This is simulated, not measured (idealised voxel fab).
The following is a process module called voxel capacitor over wiring.
Section shown: cut. Width: 190 nm. Cell size: 5 nm, square.
A cross-section is written here as square cells arranged in a grid, and it is given in bands from the top down, each band taking up one or more rows of cells.
What a band's entry tells you: where the top is and where the bottom is, as heights in nm, and after that what lies inside, material by material from left to right, each with its width in nm. Empty space is written as the word "air", and a single material marked with the word "throughout" occupies the band from edge to edge.
Height datum 0, below which the as-received substrate wafer is one material. Lowest band open at the bottom, running downward: "from 0 down".
Top row gets the first number, bottom row gets the second, and each row in between changes by the same step: that is how a band width like "30 to 40" works.
The designation "all unchanged", where it is given for a processing step, indicates that no cell of the cross-section was altered in the course of that step.
"Enclosed internal voids" - sealed voids, min. 8 cells, no opening to top; format: width x height at distance (distance from left edge; nm throughout).
On each step's line, the part that comes after the settings is the simulator's own comment on the step.
overlay nm: for a step with a mask, the amount by which the mask lay right of where it was planned; a negative amount means left of it.
**Intended process steps**
1 RECEIVE (material Si)
2 CONFORMAL_DEP (material SiO2; thk nm 15)
3 CONFORMAL_DEP (material SiCN; thk nm 5)
4 DIRECTIONAL_DEP (material lowk; thk nm 25)
5 PATTERN (tone open; mask id METAL_1; material resist; width nm 25; pitch nm 75; thk nm 20; overlay nm 0)
6 DIRECTIONAL_ETCH (etch materials lowk; depth nm 25)
7 DIRECTIONAL_ETCH (etch materials SiCN; depth nm 5)
8 STRIP (etch materials resist)
9 CONFORMAL_DEP (material TiN; thk nm 5)
10 FILL_DEP (material Ru; thk nm 10)
11 CMP (height nm 45)
12 CONFORMAL_DEP (material SiCN; thk nm 5)
13 DIRECTIONAL_DEP (material lowk; thk nm 15)
14 PATTERN (tone open; mask id PLUG_1; material resist; width nm 15; thk nm 15; overlay nm 0)
15 DIRECTIONAL_ETCH (etch materials lowk; depth nm 15)
16 DIRECTIONAL_ETCH (etch materials SiCN; depth nm 5)
17 STRIP (etch materials resist)
18 EPI (material Ru; thk nm 10)
19 EPI (material Ru; thk nm 10)
20 DIRECTIONAL_DEP (material TiN; thk nm 10)
21 DIRECTIONAL_DEP (material Al2O3; thk nm 5)
22 DIRECTIONAL_DEP (material TiN; thk nm 10)
23 PATTERN (tone cover; mask id UPPER_PLATE; material resist; width nm 55; thk nm 20; overlay nm 0)
24 DIRECTIONAL_ETCH (etch materials TiN; depth nm 10)
25 DIRECTIONAL_ETCH (etch materials Al2O3; depth nm 5)
26 STRIP (etch materials resist)
27 MASKED_ETCH (tone cover; mask id LOWER_PLATE; width nm 65; etch materials TiN; depth nm 10; overlay nm 0)
28 FILL_DEP (material SiO2; thk nm 15)
29 CMP (height nm 100)
30 MASKED_ETCH (tone open; mask id PLUG_2; width nm 15; etch materials SiO2; depth nm 10; overlay nm 0)
31 CONFORMAL_DEP (material TiN; thk nm 5)
32 FILL_DEP (material W; thk nm 5)
33 CMP (height nm 100)
34 CONFORMAL_DEP (material SiN; thk nm 5)
**First of two wafers, with the run carried out as planned**
**Cross-section of the wafer upon arrival, representing the state reached after step 1**
	from 0 down | Si throughout
	Enclosed internal voids: none
**Wafer after step 2 (cross-section)**
	from 15 to 0 | SiO2 throughout
	Whatever lies below 0 is exactly as it was before.
**Wafer after step 3 (cross-section)**
	from 20 to 15 | SiCN throughout
	Whatever lies below 15 is exactly as it was before.
**Wafer after step 4 (cross-section)**
	from 45 to 20 | lowk throughout
	Whatever lies below 20 is exactly as it was before.
**Wafer after step 5 (cross-section)**
	from 65 to 45 | resist 45 nm | air 25 nm | resist 50 nm | air 25 nm | resist 45 nm
	Whatever lies below 45 is exactly as it was before.
**Wafer after step 6 (cross-section)**
	from 65 to 45 | resist 45 nm | air 25 nm | resist 50 nm | air 25 nm | resist 45 nm
	from 45 to 20 | lowk 45 nm | air 25 nm | lowk 50 nm | air 25 nm | lowk 45 nm
	Whatever lies below 20 is exactly as it was before.
**Wafer after step 7 (cross-section)**
	from 65 to 45 | resist 45 nm | air 25 nm | resist 50 nm | air 25 nm | resist 45 nm
	from 45 to 20 | lowk 45 nm | air 25 nm | lowk 50 nm | air 25 nm | lowk 45 nm
	from 20 to 15 | SiCN 45 nm | air 25 nm | SiCN 50 nm | air 25 nm | SiCN 45 nm
	Whatever lies below 15 is exactly as it was before.
**Wafer after step 8 (cross-section)**
	from 45 to 20 | lowk 45 nm | air 25 nm | lowk 50 nm | air 25 nm | lowk 45 nm
	Whatever lies below 20 is exactly as it was before.
**Wafer after step 9 (cross-section)**
	from 50 to 45 | TiN 50 nm | air 15 nm | TiN 60 nm | air 15 nm | TiN 50 nm
	from 45 to 20 | lowk 45 nm | TiN 5 nm | air 15 nm | TiN 5 nm | lowk 50 nm | TiN 5 nm | air 15 nm | TiN 5 nm | lowk 45 nm
	from 20 to 15 | SiCN 45 nm | TiN 25 nm | SiCN 50 nm | TiN 25 nm | SiCN 45 nm
	Whatever lies below 15 is exactly as it was before.
**Wafer after step 10 (cross-section)**
	from 60 to 50 | Ru throughout
	from 50 to 45 | TiN 50 nm | Ru 15 nm | TiN 60 nm | Ru 15 nm | TiN 50 nm
	from 45 to 20 | lowk 45 nm | TiN 5 nm | Ru 15 nm | TiN 5 nm | lowk 50 nm | TiN 5 nm | Ru 15 nm | TiN 5 nm | lowk 45 nm
	Whatever lies below 20 is exactly as it was before.
**Wafer after step 11 (cross-section)**
	from 45 to 20 | lowk 45 nm | TiN 5 nm | Ru 15 nm | TiN 5 nm | lowk 50 nm | TiN 5 nm | Ru 15 nm | TiN 5 nm | lowk 45 nm
	Whatever lies below 20 is exactly as it was before.
**Wafer after step 12 (cross-section)**
	from 50 to 45 | SiCN throughout
	Whatever lies below 45 is exactly as it was before.
**Wafer after step 13 (cross-section)**
	from 65 to 50 | lowk throughout
	Whatever lies below 50 is exactly as it was before.
**Wafer after step 14 (cross-section)**
	from 80 to 65 | resist 55 nm | air 15 nm | resist 120 nm
	Whatever lies below 65 is exactly as it was before.
**Wafer after step 15 (cross-section)**
	from 80 to 65 | resist 55 nm | air 15 nm | resist 120 nm
	from 65 to 50 | lowk 55 nm | air 15 nm | lowk 120 nm
	Whatever lies below 50 is exactly as it was before.
**Wafer after step 16 (cross-section)**
	from 80 to 65 | resist 55 nm | air 15 nm | resist 120 nm
	from 65 to 50 | lowk 55 nm | air 15 nm | lowk 120 nm
	from 50 to 45 | SiCN 55 nm | air 15 nm | SiCN 120 nm
	Whatever lies below 45 is exactly as it was before.
**Wafer after step 17 (cross-section)**
	from 65 to 50 | lowk 55 nm | air 15 nm | lowk 120 nm
	Whatever lies below 50 is exactly as it was before.
**Wafer after step 18 (cross-section)**
	from 65 to 55 | lowk 55 nm | air 15 nm | lowk 120 nm
	from 55 to 50 | lowk 55 nm | Ru 15 nm | lowk 120 nm
	from 50 to 45 | SiCN 55 nm | Ru 15 nm | SiCN 120 nm
	Whatever lies below 45 is exactly as it was before.
**Wafer after step 19 (cross-section)**
	from 65 to 50 | lowk 55 nm | Ru 15 nm | lowk 120 nm
	Whatever lies below 50 is exactly as it was before.
**Wafer after step 20 (cross-section)**
	from 75 to 65 | TiN throughout
	Whatever lies below 65 is exactly as it was before.
**Wafer after step 21 (cross-section)**
	from 80 to 75 | Al2O3 throughout
	Whatever lies below 75 is exactly as it was before.
**Wafer after step 22 (cross-section)**
	from 90 to 80 | TiN throughout
	Whatever lies below 80 is exactly as it was before.
**Wafer after step 23 (cross-section)**
	from 110 to 90 | air 55 nm | resist 55 nm | air 80 nm
	Whatever lies below 90 is exactly as it was before.
**Wafer after step 24 (cross-section)**
	from 110 to 90 | air 55 nm | resist 55 nm | air 80 nm
	from 90 to 80 | air 55 nm | TiN 55 nm | air 80 nm
	Whatever lies below 80 is exactly as it was before.
**Wafer after step 25 (cross-section)**
	from 110 to 90 | air 55 nm | resist 55 nm | air 80 nm
	from 90 to 80 | air 55 nm | TiN 55 nm | air 80 nm
	from 80 to 75 | air 55 nm | Al2O3 55 nm | air 80 nm
	Whatever lies below 75 is exactly as it was before.
**Wafer after step 26 (cross-section)**
	from 90 to 80 | air 55 nm | TiN 55 nm | air 80 nm
	Whatever lies below 80 is exactly as it was before.
**Wafer after step 27 (cross-section)**
	from 90 to 80 | air 55 nm | TiN 55 nm | air 80 nm
	from 80 to 75 | air 55 nm | Al2O3 55 nm | air 80 nm
	from 75 to 65 | air 50 nm | TiN 65 nm | air 75 nm
	Whatever lies below 65 is exactly as it was before.
**Wafer after step 28 (cross-section)**
	from 105 to 90 | SiO2 throughout
	from 90 to 80 | SiO2 55 nm | TiN 55 nm | SiO2 80 nm
	from 80 to 75 | SiO2 55 nm | Al2O3 55 nm | SiO2 80 nm
	from 75 to 65 | SiO2 50 nm | TiN 65 nm | SiO2 75 nm
	Whatever lies below 65 is exactly as it was before.
**Wafer after step 29 (cross-section)**
	from 100 to 90 | SiO2 throughout
	Whatever lies below 90 is exactly as it was before.
**Wafer after step 30 (cross-section)**
	from 100 to 90 | SiO2 65 nm | air 15 nm | SiO2 110 nm
	Whatever lies below 90 is exactly as it was before.
**Wafer after step 31 (cross-section)**
	from 105 to 100 | TiN 70 nm | air 5 nm | TiN 115 nm
	from 100 to 95 | SiO2 65 nm | TiN 5 nm | air 5 nm | TiN 5 nm | SiO2 110 nm
	from 95 to 90 | SiO2 65 nm | TiN 15 nm | SiO2 110 nm
	Whatever lies below 90 is exactly as it was before.
**Wafer after step 32 (cross-section)**
	from 110 to 105 | W throughout
	from 105 to 100 | TiN 70 nm | W 5 nm | TiN 115 nm
	from 100 to 95 | SiO2 65 nm | TiN 5 nm | W 5 nm | TiN 5 nm | SiO2 110 nm
	Whatever lies below 95 is exactly as it was before.
**Wafer after step 33 (cross-section)**
	from 100 to 95 | SiO2 65 nm | TiN 5 nm | W 5 nm | TiN 5 nm | SiO2 110 nm
	Whatever lies below 95 is exactly as it was before.
**Wafer after step 34 (cross-section)**
	from 105 to 100 | SiN throughout
	Whatever lies below 100 is exactly as it was before.
**Wafer two. Identical start, identical plan. One mistake in execution. Identical history through step 20**
**What the second wafer looks like in cross-section when step 21 should have wrapped up**
	from 90 to 75 | Al2O3 throughout
	Whatever lies below 75 is exactly as it was before.
**What the second wafer looks like in cross-section when step 22 should have wrapped up**
	from 100 to 90 | TiN throughout
	Whatever lies below 90 is exactly as it was before.
**What the second wafer looks like in cross-section when step 23 should have wrapped up**
	from 120 to 100 | air 55 nm | resist 55 nm | air 80 nm
	Whatever lies below 100 is exactly as it was before.
**What the second wafer looks like in cross-section when step 24 should have wrapped up**
	from 120 to 100 | air 55 nm | resist 55 nm | air 80 nm
	from 100 to 90 | air 55 nm | TiN 55 nm | air 80 nm
	Whatever lies below 90 is exactly as it was before.
**What the second wafer looks like in cross-section when step 25 should have wrapped up**
	from 120 to 100 | air 55 nm | resist 55 nm | air 80 nm
	from 100 to 90 | air 55 nm | TiN 55 nm | air 80 nm
	from 90 to 85 | air 55 nm | Al2O3 55 nm | air 80 nm
	Whatever lies below 85 is exactly as it was before.
**What the second wafer looks like in cross-section when step 26 should have wrapped up**
	from 100 to 90 | air 55 nm | TiN 55 nm | air 80 nm
	Whatever lies below 90 is exactly as it was before.
What the second wafer looks like in cross-section when step 27 should have wrapped up: all unchanged
**What the second wafer looks like in cross-section when step 28 should have wrapped up**
	from 115 to 100 | SiO2 throughout
	from 100 to 90 | SiO2 55 nm | TiN 55 nm | SiO2 80 nm
	from 90 to 85 | SiO2 55 nm | Al2O3 55 nm | SiO2 80 nm
	Whatever lies below 85 is exactly as it was before.
**What the second wafer looks like in cross-section when step 29 should have wrapped up**
	from 100 to 90 | SiO2 55 nm | TiN 55 nm | SiO2 80 nm
	Whatever lies below 90 is exactly as it was before.
What the second wafer looks like in cross-section when step 30 should have wrapped up: all unchanged
**What the second wafer looks like in cross-section when step 31 should have wrapped up**
	from 105 to 100 | TiN throughout
	Whatever lies below 100 is exactly as it was before.
**What the second wafer looks like in cross-section when step 32 should have wrapped up**
	from 110 to 105 | W throughout
	Whatever lies below 105 is exactly as it was before.
**What the second wafer looks like in cross-section when step 33 should have wrapped up**
	from 100 to 90 | SiO2 55 nm | TiN 55 nm | SiO2 80 nm
	Whatever lies below 90 is exactly as it was before.
**What the second wafer looks like in cross-section when step 34 should have wrapped up**
	from 105 to 100 | SiN throughout
	Whatever lies below 100 is exactly as it was before.
Finding, execution versus plan: note that step 21 departed from the planned setting and was carried out as DIRECTIONAL_DEP (material Al2O3; thk nm 15)
Final wafer comparison in cells, second versus first, more or fewer per material: 76 more of Al2O3 | 120 fewer of SiO2 | 45 more of TiN | 1 fewer of W
